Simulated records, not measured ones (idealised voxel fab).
process module | voxel wiring stack
cross-section cut | 230 nm wide | cells 5 nm
A cross-section is a grid of square cells, given in bands from the top down. A band is one or more rows of cells.
Each band's line starts with the height of the band's top and of its bottom, in nm. Then come its materials from left to right, each with its width in nm. One material with "throughout" fills the band from edge to edge. "air" is empty space.
Height 0 is the level under which the wafer as received is all one material. The lowest band goes on downwards, as in "0 down".
A width such as "30 to 40" changes by the same amount from each row of cells to the next, from the band's top row to its bottom row.
"no change" after a step means that no cell of the cross-section changed.
closed voids: empty space of 8 cells or more with no open way to the top, each as width x height at its distance from the left edge, in nm
after a step's settings: what the simulator itself notes on the step
overlay nm, on a step with a mask: how far to the right of its planned place the mask lay; to the left if negative
plan
1 op RECEIVE | material Si
2 op CONFORMAL_DEP | material SiO2 | thk nm 10
3 op DIRECTIONAL_DEP | material TiN | thk nm 5
4 op DIRECTIONAL_DEP | material W | thk nm 25
5 op MASKED_ETCH | tone cover | mask id METAL_1 | width nm 25 | pitch nm 40 | etch materials W | depth nm 25 | overlay nm 0
6 op MASKED_ETCH | tone cover | mask id METAL_1 | width nm 25 | pitch nm 40 | etch materials TiN | depth nm 5 | overlay nm 0
7 op CONFORMAL_DEP | material SiCN | thk nm 5
8 op FILL_DEP | material lowk | thk nm 10
9 op CMP | height nm 40
10 op CONFORMAL_DEP | material SiCN | thk nm 5
11 op DIRECTIONAL_DEP | material SiO2 | thk nm 10
12 op PATTERN | tone open | mask id PLUG_1 | material resist | width nm 15 | thk nm 20 | overlay nm 0
13 op DIRECTIONAL_ETCH | etch materials SiO2 | depth nm 10
14 op DIRECTIONAL_ETCH | etch materials SiCN | depth nm 5
15 op STRIP | etch materials resist
16 op CONFORMAL_DEP | material TiN | thk nm 5
17 op FILL_DEP | material Ru | thk nm 5
18 op CMP | height nm 55
19 op CONFORMAL_DEP | material SiCN | thk nm 5
20 op DIRECTIONAL_DEP | material lowk | thk nm 25
21 op MASKED_ETCH | tone open | mask id METAL_2 | width nm 25 | pitch nm 40 | etch materials lowk | depth nm 25 | overlay nm 0
22 op MASKED_ETCH | tone open | mask id METAL_2 | width nm 25 | pitch nm 40 | etch materials SiCN | depth nm 5 | overlay nm 0
23 op CONFORMAL_DEP | material TiN | thk nm 5
24 op FILL_DEP | material Cu | thk nm 5
25 op CMP | height nm 85
26 op CONFORMAL_DEP | material SiCN | thk nm 5
27 op DIRECTIONAL_DEP | material lowk | thk nm 10
28 op MASKED_ETCH | tone open | mask id PLUG_2 | width nm 15 | etch materials lowk | depth nm 10 | overlay nm 0
29 op MASKED_ETCH | tone open | mask id PLUG_2 | width nm 15 | etch materials SiCN | depth nm 5 | overlay nm 0
30 op CONFORMAL_DEP | material TiN | thk nm 5
31 op FILL_DEP | material Cu | thk nm 5
32 op CMP | height nm 100
33 op DIRECTIONAL_DEP | material TiN | thk nm 5
34 op DIRECTIONAL_DEP | material W | thk nm 25
35 op DIRECTIONAL_DEP | material aC | thk nm 10
36 op PATTERN | tone cover | mask id METAL_3 | material resist | width nm 25 | pitch nm 40 | thk nm 25 | overlay nm 0
37 op DIRECTIONAL_ETCH | etch materials aC | depth nm 10
38 op STRIP | etch materials resist
39 op DIRECTIONAL_ETCH | etch materials W | depth nm 25
40 op DIRECTIONAL_ETCH | etch materials TiN | depth nm 5
41 op STRIP | etch materials aC
42 op FILL_DEP | material lowk | thk nm 10
43 op CMP | height nm 130
44 op CONFORMAL_DEP | material SiCN | thk nm 5
45 op DIRECTIONAL_DEP | material lowk | thk nm 10
46 op MASKED_ETCH | tone open | mask id PLUG_3 | width nm 15 | etch materials lowk | depth nm 10 | overlay nm 0
47 op MASKED_ETCH | tone open | mask id PLUG_3 | width nm 15 | etch materials SiCN | depth nm 5 | overlay nm 0
48 op CONFORMAL_DEP | material TiN | thk nm 5
49 op FILL_DEP | material W | thk nm 10
50 op CMP | height nm 145
51 op CONFORMAL_DEP | material SiN | thk nm 5
52 op DIRECTIONAL_DEP | material SiO2 | thk nm 25
53 op MASKED_ETCH | tone open | mask id METAL_4 | width nm 25 | pitch nm 40 | etch materials SiO2 | depth nm 25 | overlay nm 0
54 op MASKED_ETCH | tone open | mask id METAL_4 | width nm 25 | pitch nm 40 | etch materials SiN | depth nm 5 | overlay nm 0
55 op CONFORMAL_DEP | material TiN | thk nm 5
56 op FILL_DEP | material Ru | thk nm 10
57 op CMP | height nm 175
58 op EPI | material Ru | thk nm 5
59 op FILL_DEP | material SiCN | thk nm 5
as received, after step 1
  0 down: Si throughout
  closed voids: none
a wafer at the end: this start, this plan, one mistake
  185 to 180: SiCN throughout
  180 to 175: SiCN 75 | Ru 35 | SiCN 5 | Ru 35 | SiCN 80
  175 to 150: SiO2 80 | TiN 5 | Ru 15 | TiN 5 | SiO2 15 | TiN 5 | Ru 15 | TiN 5 | SiO2 85
  150 to 145: SiN 80 | TiN 25 | SiN 15 | TiN 25 | SiN 85
  145 to 140: W throughout
  140 to 135: TiN 85 | W 5 | TiN 140
  135 to 125: lowk 80 | TiN 5 | W 5 | TiN 5 | lowk 135
  125 to 120: SiCN 80 | TiN 15 | SiCN 135
  120 to 105: lowk 80 | W 25 | lowk 15 | W 25 | lowk 85
  105 to 100: lowk 80 | TiN 25 | lowk 15 | TiN 25 | lowk 85
  100 to 90: lowk 80 | TiN 5 | Cu 5 | TiN 5 | lowk 135
  90 to 85: SiCN 80 | TiN 15 | SiCN 135
  85 to 60: lowk 80 | TiN 5 | Cu 15 | TiN 5 | lowk 15 | TiN 5 | Cu 15 | TiN 5 | lowk 85
  60 to 55: SiCN 80 | TiN 25 | SiCN 15 | TiN 25 | SiCN 85
  55 to 45: SiO2 80 | TiN 5 | Ru 5 | TiN 5 | SiO2 135
  45 to 40: SiCN 80 | TiN 15 | SiCN 135
  40 to 15: lowk 75 | SiCN 5 | W 25 | SiCN 5 | lowk 5 | SiCN 5 | W 25 | SiCN 5 | lowk 80
  15 to 10: SiCN 80 | TiN 25 | SiCN 15 | TiN 25 | SiCN 85
  10 to 0: SiO2 throughout
  0 down: Si throughout
  closed voids: none
what went wrong: step 43 ran as: op CMP | height nm 120
